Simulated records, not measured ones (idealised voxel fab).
Name of the process module below: voxel capacitor over wiring
Section shown: cut. Width: 160 nm. Cell size: 5 nm, square.
For the purposes of this document, a cross-section shall be understood as a grid of square cells, specified as bands listed in top-to-bottom order, each band consisting of one or more rows of cells.
Heads up on the band format: heights come first, top then bottom, in nm. After that it's the materials left to right, each with its width in nm. A single material flagged "edge to edge" fills the whole band edge to edge, and "blank" means there's empty space there.
It should be noted that heights are counted from 0, beneath which the wafer as supplied is of one material throughout, and that the lowest band possesses no lower boundary but continues downward, as written in "from 0 down".
Read "30->40" as a graded width: first number on top, second number at the bottom, same change between each pair of neighbouring rows.
Where a step carries "remained the same", the cross-section came out of it unchanged, cell for cell.
The entry titled "Closed internal voids" provides the empty spaces that have no open way to the top, restricted to those of 8 cells or more. Each is presented as width x height at distance, the distance being measured from the left edge, with all three in nm.
On each step's line, the part that comes after the settings is the simulator's own comment on the step.
overlay nm: how far to the right of its planned place the mask lay on this masked step (negative: to the left).
**The planned process steps are enumerated hereunder**
- 1: RECEIVE [material Si]
- 2: CONFORMAL_DEP [material SiO2] [thk nm 10]
- 3: CONFORMAL_DEP [material SiCN] [thk nm 5]
- 4: DIRECTIONAL_DEP [material lowk] [thk nm 15]
- 5: PATTERN [tone open] [mask id METAL_1] [material resist] [width nm 20] [pitch nm 85] [thk nm 20] [overlay nm 0]
- 6: DIRECTIONAL_ETCH [etch materials lowk] [depth nm 15]
- 7: DIRECTIONAL_ETCH [etch materials SiCN] [depth nm 5]
- 8: STRIP [etch materials resist]
- 9: CONFORMAL_DEP [material TiN] [thk nm 5]
- 10: FILL_DEP [material Cu] [thk nm 5]
- 11: CMP [height nm 30]
- 12: EPI [material Ru] [thk nm 5]
- 13: FILL_DEP [material SiCN] [thk nm 5]
- 14: DIRECTIONAL_DEP [material lowk] [thk nm 10]
- 15: PATTERN [tone open] [mask id PLUG_1] [material resist] [width nm 15] [thk nm 15] [overlay nm 0]
- 16: DIRECTIONAL_ETCH [etch materials lowk] [depth nm 10]
- 17: DIRECTIONAL_ETCH [etch materials SiCN] [depth nm 5]
- 18: STRIP [etch materials resist]
- 19: EPI [material Ru] [thk nm 10]
- 20: EPI [material Ru] [thk nm 5]
- 21: DIRECTIONAL_DEP [material TiN] [thk nm 10]
- 22: DIRECTIONAL_DEP [material SiN] [thk nm 5]
- 23: DIRECTIONAL_DEP [material TiN] [thk nm 5]
- 24: MASKED_ETCH [tone cover] [mask id UPPER_PLATE] [width nm 70] [etch materials TiN] [depth nm 5] [overlay nm 0]
- 25: MASKED_ETCH [tone cover] [mask id UPPER_PLATE] [width nm 70] [etch materials SiN] [depth nm 5] [overlay nm 0]
- 26: PATTERN [tone cover] [mask id LOWER_PLATE] [material resist] [width nm 80] [thk nm 15] [overlay nm 0]
- 27: DIRECTIONAL_ETCH [etch materials TiN] [depth nm 10]
- 28: STRIP [etch materials resist]
- 29: FILL_DEP [material SiO2] [thk nm 15]
- 30: CMP [height nm 80]
- 31: MASKED_ETCH [tone open] [mask id PLUG_2] [width nm 15] [etch materials SiO2] [depth nm 10] [overlay nm 0]
- 32: CONFORMAL_DEP [material TiN] [thk nm 5]
- 33: FILL_DEP [material W] [thk nm 10]
- 34: CMP [height nm 80]
- 35: CONFORMAL_DEP [material SiN] [thk nm 5]
**As received (post step 1): cross-section**
	from 0 down | Si edge to edge
	Closed internal voids: none
**Starting structure and process plan are as shown above, but one mistake was made in running the module; the wafer cross-section at the end of the module follows**
	from 85 to 80 | SiN edge to edge
	from 80 to 75 | SiO2=40, then TiN=15, then SiO2=105
	from 75 to 70 | SiO2=30, then TiN=5, then SiO2=5, then TiN=60, then SiO2=60
	from 70 to 65 | SiO2=30, then SiN=5, then TiN=5, then SiN=60, then SiO2=60
	from 65 to 60 | Ru=35, then SiN=5, then Ru=120
	from 60 to 55 | TiN=30, then Ru=15, then TiN=115
	from 55 to 50 | TiN edge to edge
	from 50 to 45 | lowk=30, then TiN=15, then lowk=115
	from 45 to 40 | lowk=30, then Ru=15, then lowk=115
	from 40 to 35 | SiCN=30, then Ru=15, then SiCN=115
	from 35 to 30 | SiCN=20, then Ru=30, then SiCN=55, then Ru=30, then SiCN=25
	from 30 to 15 | lowk=25, then TiN=5, then Cu=10, then TiN=5, then lowk=65, then TiN=5, then Cu=10, then TiN=5, then lowk=30
	from 15 to 10 | SiCN=25, then TiN=20, then SiCN=65, then TiN=20, then SiCN=30
	from 10 to 0 | SiO2 edge to edge
	from 0 down | Si edge to edge
	Closed internal voids: none
It is concluded that the wafer was processed incorrectly with respect to the plan, in that steps 20 and 21 of the plan were each performed in the slot designated for the other
